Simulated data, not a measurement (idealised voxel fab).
Process module under the name voxel self aligned contacts
The width of the displayed cross-section, cut, is 245 nm; its cells are square, with a size of 5 nm.
A cross-section is a grid of square cells, given in bands from the top down. A band is one or more rows of cells.
Read a band's entry like this: the first values are the height of its top and the height of its bottom in nm, and what follows is the sequence of materials from left to right, each with its width in nm. Note that "blank" is empty space, and that a single material marked "all across" reaches across the band from edge to edge.
The reference from which all heights are counted is 0, the level beneath which the as-received wafer is entirely one material; the lowest band, having no lower bound, proceeds downward and is written after the example "0 nm and below".
The two numbers in a width such as "30->40" mark its ends across the band: the first belongs to the top row of cells, the second to the bottom row, and from each row to the next the width moves by the same amount.
Reading "left unchanged" for a step: not a cell of the cross-section changed in it.
In the "Fully enclosed voids" entry, you get each enclosed empty space of 8 cells or more, one with no open way to the top, written width x height at distance, distance from the left edge, in nm.
If you see something after the settings on a step's line, that's the simulator's own remark about that step.
overlay nm: how far to the right of its planned place the mask lay on this masked step (negative: to the left).
### Set out below are the planned steps of the process
1) RECEIVE: material Si
2) OXIDIZE: depth nm 5
3) DIRECTIONAL_DEP: material polySi, thk nm 25
4) DIRECTIONAL_DEP: material SiN, thk nm 15
5) DIRECTIONAL_DEP: material aC, thk nm 15
6) PATTERN: tone cover, mask id GATE, material resist, width nm 35, pitch nm 70, thk nm 35, overlay nm 0
7) DIRECTIONAL_ETCH: etch materials aC, depth nm 15
8) STRIP: etch materials resist
9) DIRECTIONAL_ETCH: etch materials SiN, depth nm 15
10) DIRECTIONAL_ETCH: etch materials polySi, depth nm 25
11) STRIP: etch materials aC
12) CONFORMAL_DEP: material SiN, thk nm 5
13) DIRECTIONAL_ETCH: etch materials SiN, depth nm 5
14) FILL_DEP: material SiO2, thk nm 10
15) CMP: height nm 45
16) PATTERN: tone open, mask id CONTACT, material resist, width nm 55, thk nm 15, overlay nm 0
17) DIRECTIONAL_ETCH: etch materials SiO2, depth nm 50
18) STRIP: etch materials resist
19) CONFORMAL_DEP: material TiN, thk nm 5
20) FILL_DEP: material W, thk nm 10
21) CMP: height nm 45
22) CONFORMAL_DEP: material SiN, thk nm 5
### First of two wafers - as planned
### Shown in cross-section is the wafer as received, that is, as it stands after step 1
    0 nm and below = Si all across
    Fully enclosed voids: none
### Upon completion of step 2, the wafer appears in cross-section as shown
    0 nm to -5 nm = SiO2 all across
    Heights below -5 show no change.
### Upon completion of step 3, the wafer appears in cross-section as shown
    25 nm to 0 nm = polySi all across
    Heights below 0 show no change.
### Upon completion of step 4, the wafer appears in cross-section as shown
    40 nm to 25 nm = SiN all across
    Heights below 25 show no change.
### Upon completion of step 5, the wafer appears in cross-section as shown
    55 nm to 40 nm = aC all across
    Heights below 40 show no change.
### Upon completion of step 6, the wafer appears in cross-section as shown
    90 nm to 55 nm = blank: 70  resist: 35  blank: 35  resist: 35  blank: 70
    Heights below 55 show no change.
### Upon completion of step 7, the wafer appears in cross-section as shown
    75 nm to 55 nm = blank: 70  resist: 35  blank: 35  resist: 35  blank: 70
    55 nm to 40 nm = blank: 70  aC: 35  blank: 35  aC: 35  blank: 70
    Heights below 40 show no change.
### Upon completion of step 8, the wafer appears in cross-section as shown
    55 nm to 40 nm = blank: 70  aC: 35  blank: 35  aC: 35  blank: 70
    Heights below 40 show no change.
### Upon completion of step 9, the wafer appears in cross-section as shown
    55 nm to 40 nm = blank: 70  aC: 35  blank: 35  aC: 35  blank: 70
    40 nm to 25 nm = blank: 70  SiN: 35  blank: 35  SiN: 35  blank: 70
    Heights below 25 show no change.
### Upon completion of step 10, the wafer appears in cross-section as shown
    55 nm to 40 nm = blank: 70  aC: 35  blank: 35  aC: 35  blank: 70
    40 nm to 25 nm = blank: 70  SiN: 35  blank: 35  SiN: 35  blank: 70
    25 nm to 0 nm = blank: 70  polySi: 35  blank: 35  polySi: 35  blank: 70
    Heights below 0 show no change.
### Upon completion of step 11, the wafer appears in cross-section as shown
    40 nm to 25 nm = blank: 70  SiN: 35  blank: 35  SiN: 35  blank: 70
    Heights below 25 show no change.
### Upon completion of step 12, the wafer appears in cross-section as shown
    45 nm to 25 nm = blank: 65  SiN: 45  blank: 25  SiN: 45  blank: 65
    25 nm to 5 nm = blank: 65  SiN: 5  polySi: 35  SiN: 5  blank: 25  SiN: 5  polySi: 35  SiN: 5  blank: 65
    5 nm to 0 nm = SiN: 70  polySi: 35  SiN: 35  polySi: 35  SiN: 70
    Heights below 0 show no change.
### Upon completion of step 13, the wafer appears in cross-section as shown
    40 nm to 25 nm = blank: 65  SiN: 45  blank: 25  SiN: 45  blank: 65
    25 nm to 0 nm = blank: 65  SiN: 5  polySi: 35  SiN: 5  blank: 25  SiN: 5  polySi: 35  SiN: 5  blank: 65
    Heights below 0 show no change.
### Upon completion of step 14, the wafer appears in cross-section as shown
    50 nm to 40 nm = SiO2 all across
    40 nm to 25 nm = SiO2: 65  SiN: 45  SiO2: 25  SiN: 45  SiO2: 65
    25 nm to 0 nm = SiO2: 65  SiN: 5  polySi: 35  SiN: 5  SiO2: 25  SiN: 5  polySi: 35  SiN: 5  SiO2: 65
    Heights below 0 show no change.
### Upon completion of step 15, the wafer appears in cross-section as shown
    45 nm to 40 nm = SiO2 all across
    Heights below 40 show no change.
### Upon completion of step 16, the wafer appears in cross-section as shown
    60 nm to 45 nm = resist: 95  blank: 55  resist: 95
    Heights below 45 show no change.
### Upon completion of step 17, the wafer appears in cross-section as shown
    60 nm to 45 nm = resist: 95  blank: 55  resist: 95
    45 nm to 40 nm = SiO2: 95  blank: 55  SiO2: 95
    40 nm to 25 nm = SiO2: 65  SiN: 45  blank: 25  SiN: 45  SiO2: 65
    25 nm to 0 nm = SiO2: 65  SiN: 5  polySi: 35  SiN: 5  blank: 25  SiN: 5  polySi: 35  SiN: 5  SiO2: 65
    0 nm to -5 nm = SiO2: 110  blank: 25  SiO2: 110
    Heights below -5 show no change.
### Upon completion of step 18, the wafer appears in cross-section as shown
    45 nm to 40 nm = SiO2: 95  blank: 55  SiO2: 95
    Heights below 40 show no change.
### Upon completion of step 19, the wafer appears in cross-section as shown
    50 nm to 45 nm = TiN: 100  blank: 45  TiN: 100
    45 nm to 40 nm = SiO2: 95  TiN: 20  blank: 15  TiN: 20  SiO2: 95
    40 nm to 25 nm = SiO2: 65  SiN: 45  TiN: 5  blank: 15  TiN: 5  SiN: 45  SiO2: 65
    25 nm to 0 nm = SiO2: 65  SiN: 5  polySi: 35  SiN: 5  TiN: 5  blank: 15  TiN: 5  SiN: 5  polySi: 35  SiN: 5  SiO2: 65
    0 nm to -5 nm = SiO2: 110  TiN: 25  SiO2: 110
    Heights below -5 show no change.
### Upon completion of step 20, the wafer appears in cross-section as shown
    60 nm to 50 nm = W all across
    50 nm to 45 nm = TiN: 100  W: 45  TiN: 100
    45 nm to 40 nm = SiO2: 95  TiN: 20  W: 15  TiN: 20  SiO2: 95
    40 nm to 25 nm = SiO2: 65  SiN: 45  TiN: 5  W: 15  TiN: 5  SiN: 45  SiO2: 65
    25 nm to 0 nm = SiO2: 65  SiN: 5  polySi: 35  SiN: 5  TiN: 5  W: 15  TiN: 5  SiN: 5  polySi: 35  SiN: 5  SiO2: 65
    Heights below 0 show no change.
### Upon completion of step 21, the wafer appears in cross-section as shown
    45 nm to 40 nm = SiO2: 95  TiN: 20  W: 15  TiN: 20  SiO2: 95
    Heights below 40 show no change.
### Upon completion of step 22, the wafer appears in cross-section as shown
    50 nm to 45 nm = SiN all across
    Heights below 45 show no change.
### Now the other wafer: same start, same recipe, but we messed up one thing when running it. Up to and including step 2 it's the same as the first one
### Planned end of step 3: second wafer, cross-section
    20 nm to 0 nm = polySi all across
    Heights below 0 show no change.
### Planned end of step 4: second wafer, cross-section
    35 nm to 20 nm = SiN all across
    Heights below 20 show no change.
### Planned end of step 5: second wafer, cross-section
    50 nm to 35 nm = aC all across
    Heights below 35 show no change.
### Planned end of step 6: second wafer, cross-section
    85 nm to 50 nm = blank: 70  resist: 35  blank: 35  resist: 35  blank: 70
    Heights below 50 show no change.
### Planned end of step 7: second wafer, cross-section
    70 nm to 50 nm = blank: 70  resist: 35  blank: 35  resist: 35  blank: 70
    50 nm to 35 nm = blank: 70  aC: 35  blank: 35  aC: 35  blank: 70
    Heights below 35 show no change.
### Planned end of step 8: second wafer, cross-section
    50 nm to 35 nm = blank: 70  aC: 35  blank: 35  aC: 35  blank: 70
    Heights below 35 show no change.
### Planned end of step 9: second wafer, cross-section
    50 nm to 35 nm = blank: 70  aC: 35  blank: 35  aC: 35  blank: 70
    35 nm to 20 nm = blank: 70  SiN: 35  blank: 35  SiN: 35  blank: 70
    Heights below 20 show no change.
### Planned end of step 10: second wafer, cross-section
    50 nm to 35 nm = blank: 70  aC: 35  blank: 35  aC: 35  blank: 70
    35 nm to 20 nm = blank: 70  SiN: 35  blank: 35  SiN: 35  blank: 70
    20 nm to 0 nm = blank: 70  polySi: 35  blank: 35  polySi: 35  blank: 70
    Heights below 0 show no change.
### Planned end of step 11: second wafer, cross-section
    35 nm to 20 nm = blank: 70  SiN: 35  blank: 35  SiN: 35  blank: 70
    Heights below 20 show no change.
### Planned end of step 12: second wafer, cross-section
    40 nm to 20 nm = blank: 65  SiN: 45  blank: 25  SiN: 45  blank: 65
    20 nm to 5 nm = blank: 65  SiN: 5  polySi: 35  SiN: 5  blank: 25  SiN: 5  polySi: 35  SiN: 5  blank: 65
    5 nm to 0 nm = SiN: 70  polySi: 35  SiN: 35  polySi: 35  SiN: 70
    Heights below 0 show no change.
### Planned end of step 13: second wafer, cross-section
    35 nm to 20 nm = blank: 65  SiN: 45  blank: 25  SiN: 45  blank: 65
    20 nm to 0 nm = blank: 65  SiN: 5  polySi: 35  SiN: 5  blank: 25  SiN: 5  polySi: 35  SiN: 5  blank: 65
    Heights below 0 show no change.
### Planned end of step 14: second wafer, cross-section
    45 nm to 35 nm = SiO2 all across
    35 nm to 20 nm = SiO2: 65  SiN: 45  SiO2: 25  SiN: 45  SiO2: 65
    20 nm to 0 nm = SiO2: 65  SiN: 5  polySi: 35  SiN: 5  SiO2: 25  SiN: 5  polySi: 35  SiN: 5  SiO2: 65
    Heights below 0 show no change.
Planned end of step 15: second wafer, cross-section: left unchanged
### Planned end of step 16: second wafer, cross-section
    60 nm to 45 nm = resist: 95  blank: 55  resist: 95
    Heights below 45 show no change.
### Planned end of step 17: second wafer, cross-section
    60 nm to 45 nm = resist: 95  blank: 55  resist: 95
    45 nm to 35 nm = SiO2: 95  blank: 55  SiO2: 95
    35 nm to 20 nm = SiO2: 65  SiN: 45  blank: 25  SiN: 45  SiO2: 65
    20 nm to 0 nm = SiO2: 65  SiN: 5  polySi: 35  SiN: 5  blank: 25  SiN: 5  polySi: 35  SiN: 5  SiO2: 65
    0 nm to -5 nm = SiO2: 110  blank: 25  SiO2: 110
    Heights below -5 show no change.
### Planned end of step 18: second wafer, cross-section
    45 nm to 35 nm = SiO2: 95  blank: 55  SiO2: 95
    Heights below 35 show no change.
### Planned end of step 19: second wafer, cross-section
    50 nm to 45 nm = TiN: 100  blank: 45  TiN: 100
    45 nm to 35 nm = SiO2: 95  TiN: 5->20  blank: 45->15  TiN: 5->20  SiO2: 95
    35 nm to 20 nm = SiO2: 65  SiN: 45  TiN: 5  blank: 15  TiN: 5  SiN: 45  SiO2: 65
    20 nm to 0 nm = SiO2: 65  SiN: 5  polySi: 35  SiN: 5  TiN: 5  blank: 15  TiN: 5  SiN: 5  polySi: 35  SiN: 5  SiO2: 65
    0 nm to -5 nm = SiO2: 110  TiN: 25  SiO2: 110
    Heights below -5 show no change.
### Planned end of step 20: second wafer, cross-section
    60 nm to 50 nm = W all across
    50 nm to 45 nm = TiN: 100  W: 45  TiN: 100
    45 nm to 35 nm = SiO2: 95  TiN: 5->20  W: 45->15  TiN: 5->20  SiO2: 95
    35 nm to 20 nm = SiO2: 65  SiN: 45  TiN: 5  W: 15  TiN: 5  SiN: 45  SiO2: 65
    20 nm to 0 nm = SiO2: 65  SiN: 5  polySi: 35  SiN: 5  TiN: 5  W: 15  TiN: 5  SiN: 5  polySi: 35  SiN: 5  SiO2: 65
    Heights below 0 show no change.
### Planned end of step 21: second wafer, cross-section
    45 nm to 35 nm = SiO2: 95  TiN: 5->20  W: 45->15  TiN: 5->20  SiO2: 95
    Heights below 35 show no change.
### Planned end of step 22: second wafer, cross-section
    50 nm to 45 nm = SiN all across
    Heights below 45 show no change.
Which mistake was made when the wafer was run? in deviation from the planned setting, step 3 was conducted as DIRECTIONAL_DEP: material polySi, thk nm 20
Final tally in cells, some materials are higher or lower on the second wafer than on the first: SiN: 4 fewer | SiO2: 12 more | W: 6 more | polySi: 14 fewer
